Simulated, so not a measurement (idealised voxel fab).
The process module presented herein is designated voxel self aligned vias.
FYI the section here is cut, 225 nm wide, cells are 5 nm squares.
Cross-section, as written here: a square-cell grid given band by band from the top down, where a band holds one or more rows of cells.
Top height, bottom height, nm. Materials left to right, width each, nm. Single material + "edge to edge" = fills band edge to edge. "blank" = empty.
For the purposes of this specification, 0 denotes the height below which the wafer in its as-received condition is composed wholly of one material, and the lowermost band, lacking a lower limit, extends downward without end, as expressed in "0..down".
The two numbers in a width such as "30->40" mark its ends across the band: the first belongs to the top row of cells, the second to the bottom row, and from each row to the next the width moves by the same amount.
"remained unchanged" means the step left every cell of the cross-section as it was.
Reported under the label "Tabulated closed voids" are the empty spaces having no open way to the top and comprising 8 cells or more; the notation for each is width x height at distance, in which the distance is measured from the left edge and all three values are in nm.
Formally, on a step line, whatever follows the settings is a remark that the simulator itself makes on the step.
overlay nm: on a step with a mask, how far right of its planned place the mask lay; negative means left.
-- Here's what the planned process steps look like
1 op RECEIVE | material Si
2 op CONFORMAL_DEP | material SiO2 | thk nm 15
3 op CONFORMAL_DEP | material SiCN | thk nm 5
4 op DIRECTIONAL_DEP | material lowk | thk nm 20
5 op PATTERN | tone open | mask id LINES | material resist | width nm 20 | pitch nm 65 | thk nm 15 | overlay nm 0
6 op DIRECTIONAL_ETCH | etch materials lowk | depth nm 20
7 op STRIP | etch materials resist
8 op CONFORMAL_DEP | material TiN | thk nm 5
9 op FILL_DEP | material Ru | thk nm 5
10 op CMP | height nm 40
11 op SELECTIVE_ETCH | etch materials W Ru TiN | depth nm 5
12 op FILL_DEP | material SiN | thk nm 10
13 op CMP | height nm 40
14 op DIRECTIONAL_DEP | material lowk | thk nm 15
15 op DIRECTIONAL_DEP | material aC | thk nm 15
16 op PATTERN | tone open | mask id VIAS | material resist | width nm 30 | pitch nm 65 | thk nm 35 | overlay nm 0
17 op DIRECTIONAL_ETCH | etch materials aC | depth nm 15
18 op STRIP | etch materials resist
19 op DIRECTIONAL_ETCH | etch materials lowk | depth nm 15
20 op DIRECTIONAL_ETCH | etch materials SiN | depth nm 5
21 op STRIP | etch materials aC
22 op CONFORMAL_DEP | material TiN | thk nm 5
23 op FILL_DEP | material W | thk nm 5
24 op CMP | height nm 55
25 op CONFORMAL_DEP | material SiCN | thk nm 5
What sets these wafers apart? The width nm at step 16. They all start alike, and the plan carries the first wafer's value.
-- first wafer as received, after step 1
> 0..down  Si edge to edge
> Tabulated closed voids: none
-- Cross-sectional representation of the first of several wafers at the end of the module, i.e. after its terminal step, step 25
> 60..55  SiCN edge to edge
> 55..45  lowk: 30, TiN: 5, W: 20, TiN: 5, lowk: 35, TiN: 5, W: 20, TiN: 5, lowk: 35, TiN: 5, W: 20, TiN: 5, lowk: 35
> 45..40  lowk: 30, TiN: 10, W: 10, TiN: 10, lowk: 35, TiN: 10, W: 10, TiN: 10, lowk: 35, TiN: 10, W: 10, TiN: 10, lowk: 35
> 40..35  lowk: 35, TiN: 20, lowk: 45, TiN: 20, lowk: 45, TiN: 20, lowk: 40
> 35..25  lowk: 35, TiN: 5, Ru: 10, TiN: 5, lowk: 45, TiN: 5, Ru: 10, TiN: 5, lowk: 45, TiN: 5, Ru: 10, TiN: 5, lowk: 40
> 25..20  lowk: 35, TiN: 20, lowk: 45, TiN: 20, lowk: 45, TiN: 20, lowk: 40
> 20..15  SiCN edge to edge
> 15..0  SiO2 edge to edge
> 0..down  Si edge to edge
> Tabulated closed voids: none
-- End of module, last wafer sectioned
> 60..55  SiCN edge to edge
> 55..45  lowk: 20, TiN: 5, W: 40, TiN: 5, lowk: 15, TiN: 5, W: 40, TiN: 5, lowk: 15, TiN: 5, W: 40, TiN: 5, lowk: 25
> 45..40  lowk: 20, TiN: 20, W: 10, TiN: 20, lowk: 15, TiN: 20, W: 10, TiN: 20, lowk: 15, TiN: 20, W: 10, TiN: 20, lowk: 25
> 40..35  lowk: 35, TiN: 20, lowk: 45, TiN: 20, lowk: 45, TiN: 20, lowk: 40
> 35..25  lowk: 35, TiN: 5, Ru: 10, TiN: 5, lowk: 45, TiN: 5, Ru: 10, TiN: 5, lowk: 45, TiN: 5, Ru: 10, TiN: 5, lowk: 40
> 25..20  lowk: 35, TiN: 20, lowk: 45, TiN: 20, lowk: 45, TiN: 20, lowk: 40
> 20..15  SiCN edge to edge
> 15..0  SiO2 edge to edge
> 0..down  Si edge to edge
> Tabulated closed voids: none
-- Here is how to read the rows: every wafer has a row, and it shows the wafer at the end of the module, giving for each material how many cells were gained (+) or lost (-) since the wafer was received, then listing its closed voids
width nm 30 | +12 Ru | +90 SiCN | +135 SiO2 | +60 TiN | +30 W | +213 lowk | Tabulated closed voids: none
width nm 35 | +12 Ru | +90 SiCN | +135 SiO2 | +63 TiN | +36 W | +204 lowk | Tabulated closed voids: none
width nm 40 | +12 Ru | +90 SiCN | +135 SiO2 | +66 TiN | +42 W | +195 lowk | Tabulated closed voids: none
width nm 45 | +12 Ru | +90 SiCN | +135 SiO2 | +69 TiN | +48 W | +186 lowk | Tabulated closed voids: none
width nm 50 | +12 Ru | +90 SiCN | +135 SiO2 | +72 TiN | +54 W | +177 lowk | Tabulated closed voids: none
